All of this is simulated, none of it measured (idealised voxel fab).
The name of this process module is voxel self aligned contacts.
170 nm wide, 5 nm square cells: that's cross-section cut.
If you're reading a cross-section in this doc, picture square cells in a grid; it comes to you as bands, top ones listed first down to the bottom, and a band can be one or more rows of cells.
Band: top and bottom heights (nm) first, top before bottom; then materials from left to right, widths in nm. "edge to edge" marks a sole material filling the band edge to edge. "air" denotes empty space.
Heights from 0 (as-received wafer is one material below). Bottom band endless downward, as "from 0 down".
The notation "30->40" denotes a width that varies across the rows of cells in the band, beginning at the first number in the top row, finishing at the second number in the bottom row, and changing by an identical amount from each row to the next.
"remained the same" after a step means that no cell of the cross-section changed.
In the "Enclosed void catalog" entry, you get each enclosed empty space of 8 cells or more, one with no open way to the top, written width x height at distance, distance from the left edge, in nm.
On each step's line, the part that comes after the settings is the simulator's own comment on the step.
overlay nm: on a step with a mask, how far right of its planned place the mask lay; negative means left.
-- These are the steps we planned for the process
step 1: RECEIVE,material Si
step 2: CONFORMAL_DEP,material SiO2,thk nm 5
step 3: DIRECTIONAL_DEP,material polySi,thk nm 30
step 4: DIRECTIONAL_DEP,material SiN,thk nm 20
step 5: DIRECTIONAL_DEP,material aC,thk nm 10
step 6: PATTERN,tone cover,mask id GATE,material resist,width nm 30,pitch nm 60,thk nm 25,overlay nm 0
step 7: DIRECTIONAL_ETCH,etch materials aC,depth nm 10
step 8: STRIP,etch materials resist
step 9: DIRECTIONAL_ETCH,etch materials SiN,depth nm 20
step 10: DIRECTIONAL_ETCH,etch materials polySi,depth nm 30
step 11: STRIP,etch materials aC
step 12: CONFORMAL_DEP,material SiN,thk nm 5
step 13: DIRECTIONAL_ETCH,etch materials SiN,depth nm 5
step 14: FILL_DEP,material SiO2,thk nm 10
step 15: CMP,height nm 60
step 16: PATTERN,tone open,mask id CONTACT,material resist,width nm 40,thk nm 15,overlay nm 0
step 17: DIRECTIONAL_ETCH,etch materials SiO2,depth nm 60
step 18: STRIP,etch materials resist
step 19: CONFORMAL_DEP,material TiN,thk nm 5
step 20: FILL_DEP,material W,thk nm 5
step 21: CMP,height nm 60
step 22: CONFORMAL_DEP,material SiN,thk nm 5
-- Received-state cross-section, reflecting completion of step 1
- from 0 down  Si edge to edge
- Enclosed void catalog: none
-- One mistake in running the module, otherwise start and plan as above: cross-section at the end
- from 65 to 60  SiN edge to edge
- from 60 to 55  70 of SiO2  10 of TiN  10 of W  20 of TiN  60 of SiO2
- from 55 to 35  35 of SiO2  40 of SiN  5 of TiN  10 of W  5 of TiN  40 of SiN  35 of SiO2
- from 35 to 5  35 of SiO2  5 of SiN  30 of polySi  5 of SiN  5 of TiN  10 of W  5 of TiN  5 of SiN  30 of polySi  5 of SiN  35 of SiO2
- from 5 to 0  75 of SiO2  20 of TiN  75 of SiO2
- from 0 down  Si edge to edge
- Enclosed void catalog: none
Processing error: for step 16, the planned setting was not used; the step was instead run as PATTERN,tone open,mask id CONTACT,material resist,width nm 40,thk nm 15,overlay nm 5
